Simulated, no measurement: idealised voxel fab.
This section sets out a process module, namely voxel trench capacitor.
Square cells of 5 nm make up the cross-section cut, whose width is 255 nm.
For the purposes of this document, a cross-section shall be understood as a grid of square cells, specified as bands listed in top-to-bottom order, each band consisting of one or more rows of cells. Basically the band line says how high the top is and how high the bottom is, in nm, and then what's in it from left to right, every material with its width in nm. Empty space shows up as "empty", and if a single material carries "all across" it runs the full band edge to edge. Below 0: as-received wafer, all one material; heights counted from there. Lowest band: no bottom, goes on down, written "0 -> down". Think of "30..40" as a width that walks from the first number to the second as you go down the band, top row to bottom row, taking equal-sized steps from row to row. Step note "nothing altered" = no cross-section cell changed. Entry "Voids, enclosed" = empty spaces >= 8 cells with no open way to the top; each as width x height at distance, distance from left edge, all nm. after a step's settings: what the simulator itself notes on the step. overlay nm: on a step with a mask, how far right of its planned place the mask lay; negative means left.
Steps planned for the process
1,RECEIVE | material Si
2,CONFORMAL_DEP | material SiN | thk nm 5
3,PATTERN | tone open | mask id TRENCH | material resist | width nm 20 | pitch nm 40 | thk nm 15 | overlay nm 0
4,DIRECTIONAL_ETCH | etch materials SiN | depth nm 5
5,DIRECTIONAL_ETCH | etch materials Si | depth nm 35
6,STRIP | etch materials resist
7,CONFORMAL_DEP | material Al2O3 | thk nm 5
8,FILL_DEP | material polySi | thk nm 5
9,CMP | height nm 5
Account of the first of two wafers, which was processed as intended
Wafer as received: cross-section following step 1
0 -> down = Si all across
Voids, enclosed: none
Cross-section through the wafer, step 2 finished
5 -> 0 = SiN all across
Below 0 it's all the same as before, nothing changed down there.
Cross-section through the wafer, step 3 finished
20 -> 5 = 55 of resist; 20 of empty; 20 of resist; 20 of empty; 20 of resist; 20 of empty; 20 of resist; 20 of empty; 60 of resist
Below 5 it's all the same as before, nothing changed down there.
Cross-section through the wafer, step 4 finished
20 -> 5 = 55 of resist; 20 of empty; 20 of resist; 20 of empty; 20 of resist; 20 of empty; 20 of resist; 20 of empty; 60 of resist
5 -> 0 = 55 of SiN; 20 of empty; 20 of SiN; 20 of empty; 20 of SiN; 20 of empty; 20 of SiN; 20 of empty; 60 of SiN
Below 0 it's all the same as before, nothing changed down there.
Cross-section through the wafer, step 5 finished
20 -> 5 = 55 of resist; 20 of empty; 20 of resist; 20 of empty; 20 of resist; 20 of empty; 20 of resist; 20 of empty; 60 of resist
5 -> 0 = 55 of SiN; 20 of empty; 20 of SiN; 20 of empty; 20 of SiN; 20 of empty; 20 of SiN; 20 of empty; 60 of SiN
0 -> -35 = 55 of Si; 20 of empty; 20 of Si; 20 of empty; 20 of Si; 20 of empty; 20 of Si; 20 of empty; 60 of Si
Below -35 it's all the same as before, nothing changed down there.
Cross-section through the wafer, step 6 finished
5 -> 0 = 55 of SiN; 20 of empty; 20 of SiN; 20 of empty; 20 of SiN; 20 of empty; 20 of SiN; 20 of empty; 60 of SiN
Below 0 it's all the same as before, nothing changed down there.
Cross-section through the wafer, step 7 finished
10 -> 5 = 60 of Al2O3; 10 of empty; 30 of Al2O3; 10 of empty; 30 of Al2O3; 10 of empty; 30 of Al2O3; 10 of empty; 65 of Al2O3
5 -> 0 = 55 of SiN; 5 of Al2O3; 10 of empty; 5 of Al2O3; 20 of SiN; 5 of Al2O3; 10 of empty; 5 of Al2O3; 20 of SiN; 5 of Al2O3; 10 of empty; 5 of Al2O3; 20 of SiN; 5 of Al2O3; 10 of empty; 5 of Al2O3; 60 of SiN
0 -> -30 = 55 of Si; 5 of Al2O3; 10 of empty; 5 of Al2O3; 20 of Si; 5 of Al2O3; 10 of empty; 5 of Al2O3; 20 of Si; 5 of Al2O3; 10 of empty; 5 of Al2O3; 20 of Si; 5 of Al2O3; 10 of empty; 5 of Al2O3; 60 of Si
-30 -> -35 = 55 of Si; 20 of Al2O3; 20 of Si; 20 of Al2O3; 20 of Si; 20 of Al2O3; 20 of Si; 20 of Al2O3; 60 of Si
Below -35 it's all the same as before, nothing changed down there.
Cross-section through the wafer, step 8 finished
15 -> 10 = polySi all across
10 -> 5 = 60 of Al2O3; 10 of polySi; 30 of Al2O3; 10 of polySi; 30 of Al2O3; 10 of polySi; 30 of Al2O3; 10 of polySi; 65 of Al2O3
5 -> 0 = 55 of SiN; 5 of Al2O3; 10 of polySi; 5 of Al2O3; 20 of SiN; 5 of Al2O3; 10 of polySi; 5 of Al2O3; 20 of SiN; 5 of Al2O3; 10 of polySi; 5 of Al2O3; 20 of SiN; 5 of Al2O3; 10 of polySi; 5 of Al2O3; 60 of SiN
0 -> -30 = 55 of Si; 5 of Al2O3; 10 of polySi; 5 of Al2O3; 20 of Si; 5 of Al2O3; 10 of polySi; 5 of Al2O3; 20 of Si; 5 of Al2O3; 10 of polySi; 5 of Al2O3; 20 of Si; 5 of Al2O3; 10 of polySi; 5 of Al2O3; 60 of Si
Below -30 it's all the same as before, nothing changed down there.
Cross-section through the wafer, step 9 finished
5 -> 0 = 55 of SiN; 5 of Al2O3; 10 of polySi; 5 of Al2O3; 20 of SiN; 5 of Al2O3; 10 of polySi; 5 of Al2O3; 20 of SiN; 5 of Al2O3; 10 of polySi; 5 of Al2O3; 20 of SiN; 5 of Al2O3; 10 of polySi; 5 of Al2O3; 60 of SiN
Below 0 it's all the same as before, nothing changed down there.
Second of two: same start, same plan, one run error; steps up to and including 1 match the first
Cross-sectional representation of the second wafer at the time designated in the plan for the completion of step 2
5 -> 0 = Al2O3 all across
Below 0 it's all the same as before, nothing changed down there.
Cross-sectional representation of the second wafer at the time designated in the plan for the completion of step 3
20 -> 5 = 55 of resist; 20 of empty; 20 of resist; 20 of empty; 20 of resist; 20 of empty; 20 of resist; 20 of empty; 60 of resist
Below 5 it's all the same as before, nothing changed down there.
Cross-sectional representation of the second wafer at the time designated in the plan for the completion of step 4: nothing altered
Cross-sectional representation of the second wafer at the time designated in the plan for the completion of step 5: nothing altered
Cross-sectional representation of the second wafer at the time designated in the plan for the completion of step 6
5 -> 0 = Al2O3 all across
Below 0 it's all the same as before, nothing changed down there.
Cross-sectional representation of the second wafer at the time designated in the plan for the completion of step 7
10 -> 0 = Al2O3 all across
Below 0 it's all the same as before, nothing changed down there.
Cross-sectional representation of the second wafer at the time designated in the plan for the completion of step 8
15 -> 10 = polySi all across
Below 10 it's all the same as before, nothing changed down there.
Cross-sectional representation of the second wafer at the time designated in the plan for the completion of step 9
5 -> 0 = Al2O3 all across
Below 0 it's all the same as before, nothing changed down there.
Where did the run depart from the plan? step 2 off recipe, ran as CONFORMAL_DEP | material Al2O3 | thk nm 5
At the finish, the second wafer shows more or fewer cells for some materials than the first does: Al2O3 -21, Si +112, SiN -35, polySi -56
